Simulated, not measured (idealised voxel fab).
This section sets out a process module, namely voxel gate over fins.
The width of the displayed cross-section, cut, is 290 nm; its cells are square, with a size of 5 nm.
For the purposes of this document, a cross-section shall be understood as a grid of square cells, specified as bands listed in top-to-bottom order, each band consisting of one or more rows of cells. Basically the band line says how high the top is and how high the bottom is, in nm, and then what's in it from left to right, every material with its width in nm. Empty space shows up as "empty", and if a single material carries "throughout" it runs the full band edge to edge. Where do heights start? At 0: under that level the wafer as delivered is made of one material only. And the lowest band has no floor; it just carries on downward, as in "z 0 and below". A width given as "30..40" starts at the first number in the band's top row and ends at the second number in its bottom row, shifting by an equal amount at every step from row to row. "no modifications" for a step: no cell of the cross-section changed in that step. Closed empty spaces (no open way to the top) of 8 cells or more are what "Enclosed void list" lists, each as width x height at distance from the left edge, nm for all three. Formally, on a step line, whatever follows the settings is a remark that the simulator itself makes on the step. Each step line may optionally specify "overlay nm", which for a step with a mask gives the rightward distance between the mask's planned place and where it lay, a negative value indicating the leftward direction.
Listed below are the process steps as planned
1,op RECEIVE | material Si
2,op CONFORMAL_DEP | material SiN | thk nm 10
3,op DIRECTIONAL_DEP | material aC | thk nm 10
4,op PATTERN | tone cover | mask id FINS | material resist | width nm 15 | pitch nm 45 | thk nm 30 | overlay nm 0
5,op DIRECTIONAL_ETCH | etch materials aC | depth nm 10
6,op STRIP | etch materials resist
7,op DIRECTIONAL_ETCH | etch materials SiN | depth nm 10
8,op DIRECTIONAL_ETCH | etch materials Si | depth nm 40
9,op STRIP | etch materials aC
10,op OXIDIZE | depth nm 5
11,op FILL_DEP | material SiO2 | thk nm 5
12,op CMP | height nm 10
13,op SELECTIVE_ETCH | etch materials SiO2 | depth nm 25
14,op STRIP | etch materials SiN
15,op CONFORMAL_DEP | material HfO2 | thk nm 5
16,op CONFORMAL_DEP | material TiN | thk nm 5
17,op CONFORMAL_DEP | material TiAl | thk nm 5
18,op CONFORMAL_DEP | material TiN | thk nm 5
19,op FILL_DEP | material W | thk nm 10
20,op CMP | height nm 25
21,op CONFORMAL_DEP | material SiN | thk nm 5
Here's what the wafer looked like in cross-section when it arrived - that's after step 1
	z 0 and below = Si throughout
	Enclosed void list: none
Cross-sectional image of the first of two wafers at the end of the module, the run having proceeded as planned
	z 30 to 25 = SiN throughout
	z 25 to 20 = W throughout
	z 20 to 15 = 75 W / 135 TiN / 80 W
	z 15 to 10 = 75 W / 5 TiN / 35 TiAl / 10 TiN / 35 TiAl / 10 TiN / 35 TiAl / 5 TiN / 80 W
	z 10 to 5 = 75 W / 5 TiN / 5 TiAl / 25 TiN / 5 TiAl / 10 TiN / 5 TiAl / 25 TiN / 5 TiAl / 10 TiN / 5 TiAl / 25 TiN / 5 TiAl / 5 TiN / 80 W
	z 5 to 0 = 80 TiN / 5 TiAl / 5 TiN / 15 HfO2 / 5 TiN / 5 TiAl / 10 TiN / 5 TiAl / 5 TiN / 15 HfO2 / 5 TiN / 5 TiAl / 10 TiN / 5 TiAl / 5 TiN / 15 HfO2 / 5 TiN / 5 TiAl / 85 TiN
	z 0 to -5 = 85 TiAl / 5 TiN / 5 HfO2 / 5 Si / 5 HfO2 / 5 TiN / 20 TiAl / 5 TiN / 5 HfO2 / 5 Si / 5 HfO2 / 5 TiN / 20 TiAl / 5 TiN / 5 HfO2 / 5 Si / 5 HfO2 / 5 TiN / 90 TiAl
	z -5 to -10 = 90 TiN / 5 HfO2 / 5 Si / 5 HfO2 / 30 TiN / 5 HfO2 / 5 Si / 5 HfO2 / 30 TiN / 5 HfO2 / 5 Si / 5 HfO2 / 95 TiN
	z -10 to -15 = 95 HfO2 / 5 Si / 40 HfO2 / 5 Si / 40 HfO2 / 5 Si / 100 HfO2
	z -15 to -45 = 95 SiO2 / 5 Si / 40 SiO2 / 5 Si / 40 SiO2 / 5 Si / 100 SiO2
	z -45 and below = Si throughout
	Enclosed void list: none
Module end: cross-section of wafer two of two. Same start and process plan as the first wafer. One mistake during execution
	z 30 to 25 = SiN throughout
	z 25 to 20 = W throughout
	z 20 to 15 = 85 W / 135 TiN / 70 W
	z 15 to 10 = 85 W / 5 TiN / 35 TiAl / 10 TiN / 35 TiAl / 10 TiN / 35 TiAl / 5 TiN / 70 W
	z 10 to 5 = 85 W / 5 TiN / 5 TiAl / 25 TiN / 5 TiAl / 10 TiN / 5 TiAl / 25 TiN / 5 TiAl / 10 TiN / 5 TiAl / 25 TiN / 5 TiAl / 5 TiN / 70 W
	z 5 to 0 = 90 TiN / 5 TiAl / 5 TiN / 15 HfO2 / 5 TiN / 5 TiAl / 10 TiN / 5 TiAl / 5 TiN / 15 HfO2 / 5 TiN / 5 TiAl / 10 TiN / 5 TiAl / 5 TiN / 15 HfO2 / 5 TiN / 5 TiAl / 75 TiN
	z 0 to -5 = 95 TiAl / 5 TiN / 5 HfO2 / 5 Si / 5 HfO2 / 5 TiN / 20 TiAl / 5 TiN / 5 HfO2 / 5 Si / 5 HfO2 / 5 TiN / 20 TiAl / 5 TiN / 5 HfO2 / 5 Si / 5 HfO2 / 5 TiN / 80 TiAl
	z -5 to -10 = 100 TiN / 5 HfO2 / 5 Si / 5 HfO2 / 30 TiN / 5 HfO2 / 5 Si / 5 HfO2 / 30 TiN / 5 HfO2 / 5 Si / 5 HfO2 / 85 TiN
	z -10 to -15 = 105 HfO2 / 5 Si / 40 HfO2 / 5 Si / 40 HfO2 / 5 Si / 90 HfO2
	z -15 to -45 = 105 SiO2 / 5 Si / 40 SiO2 / 5 Si / 40 SiO2 / 5 Si / 90 SiO2
	z -45 and below = Si throughout
	Enclosed void list: none
Heads up, the wafer didn't run the way we planned it: planned and actual differ for step 4; actual: op PATTERN | tone cover | mask id FINS | material resist | width nm 15 | pitch nm 45 | thk nm 30 | overlay nm 10
At the close, every material occupies the same number of cells on the second wafer as on the first, only in different positions.
